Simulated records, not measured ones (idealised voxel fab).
You're looking at the process module voxel double patterning.
It is cross-section cut that appears here, measuring 290 nm in width, its square cells being 5 nm in size.
Cross-section = grid of square cells, listed top down in bands; band = one or more rows.
Look at the band entry: it leads with the top's height and the bottom's height in nm. Then it lists the materials left to right, with a width in nm for each. The word "all across" on a single material says that material fills the band edge to edge. The word "blank" is empty space.
Where do heights start? At 0: under that level the wafer as delivered is made of one material only. And the lowest band has no floor; it just carries on downward, as in "0 down".
Graded width ("30..40"): value in top row of band = first number; value in bottom row = second number; row-to-row change constant.
Step marked "remained the same"? Then no cell in the cross-section changed in it.
"Enclosed internal voids": sealed empty spaces, 8 cells or more, no open way to top, listed width x height at distance, with distance from the left edge and width, height and distance in nm.
Past the settings on a step's line: simulator remark, on that step.
"overlay nm" answers the question of how far to the right of plan the mask lay on a step that has a mask, and when it is negative the answer is to the left.

Set out below are the planned steps of the process
1. RECEIVE,material Si
2. CONFORMAL_DEP,material SiO2,thk nm 5
3. DIRECTIONAL_DEP,material polySi,thk nm 10
4. DIRECTIONAL_DEP,material SiCN,thk nm 5
5. PATTERN,tone open,mask id FIRST,material resist,width nm 15,pitch nm 50,thk nm 20,overlay nm 0
6. DIRECTIONAL_ETCH,etch materials SiCN,depth nm 5
7. STRIP,etch materials resist
8. PATTERN,tone open,mask id SECOND,material resist,width nm 15,thk nm 15,overlay nm 0
9. DIRECTIONAL_ETCH,etch materials SiCN,depth nm 5
10. STRIP,etch materials resist
11. DIRECTIONAL_ETCH,etch materials polySi,depth nm 10
12. STRIP,etch materials SiCN

Wafer, first of two, run as planned

As-received wafer cross-section (after step 1)
0 down = Si all across
Enclosed internal voids: none

Take a look at the wafer's cross-section after step 2
5 to 0 = SiO2 all across
Whatever lies below 0 is exactly as it was before.

Take a look at the wafer's cross-section after step 3
15 to 5 = polySi all across
Whatever lies below 5 is exactly as it was before.

Take a look at the wafer's cross-section after step 4
20 to 15 = SiCN all across
Whatever lies below 15 is exactly as it was before.

Take a look at the wafer's cross-section after step 5
40 to 20 = 110 nm resist, 15 nm blank, 35 nm resist, 15 nm blank, 115 nm resist
Whatever lies below 20 is exactly as it was before.

Take a look at the wafer's cross-section after step 6
40 to 20 = 110 nm resist, 15 nm blank, 35 nm resist, 15 nm blank, 115 nm resist
20 to 15 = 110 nm SiCN, 15 nm blank, 35 nm SiCN, 15 nm blank, 115 nm SiCN
Whatever lies below 15 is exactly as it was before.

Take a look at the wafer's cross-section after step 7
20 to 15 = 110 nm SiCN, 15 nm blank, 35 nm SiCN, 15 nm blank, 115 nm SiCN
Whatever lies below 15 is exactly as it was before.

Take a look at the wafer's cross-section after step 8
35 to 20 = 135 nm resist, 15 nm blank, 140 nm resist
20 to 15 = 110 nm SiCN, 15 nm resist, 35 nm SiCN, 15 nm resist, 115 nm SiCN
Whatever lies below 15 is exactly as it was before.

Take a look at the wafer's cross-section after step 9
35 to 20 = 135 nm resist, 15 nm blank, 140 nm resist
20 to 15 = 110 nm SiCN, 15 nm resist, 10 nm SiCN, 15 nm blank, 10 nm SiCN, 15 nm resist, 115 nm SiCN
Whatever lies below 15 is exactly as it was before.

Take a look at the wafer's cross-section after step 10
20 to 15 = 110 nm SiCN, 15 nm blank, 10 nm SiCN, 15 nm blank, 10 nm SiCN, 15 nm blank, 115 nm SiCN
Whatever lies below 15 is exactly as it was before.

Take a look at the wafer's cross-section after step 11
20 to 15 = 110 nm SiCN, 15 nm blank, 10 nm SiCN, 15 nm blank, 10 nm SiCN, 15 nm blank, 115 nm SiCN
15 to 5 = 110 nm polySi, 15 nm blank, 10 nm polySi, 15 nm blank, 10 nm polySi, 15 nm blank, 115 nm polySi
Whatever lies below 5 is exactly as it was before.

Take a look at the wafer's cross-section after step 12
15 to 5 = 110 nm polySi, 15 nm blank, 10 nm polySi, 15 nm blank, 10 nm polySi, 15 nm blank, 115 nm polySi
Whatever lies below 5 is exactly as it was before.

Wafer two: like wafer one in start and plan, but with one mistake in execution; identical up to and including step 11

The second wafer cut through, at the time step 12 was supposed to be finished: remained the same
what went wrong: plan step 12 skipped
Cell-count delta at end, second wafer over first, by material: 49 more of SiCN
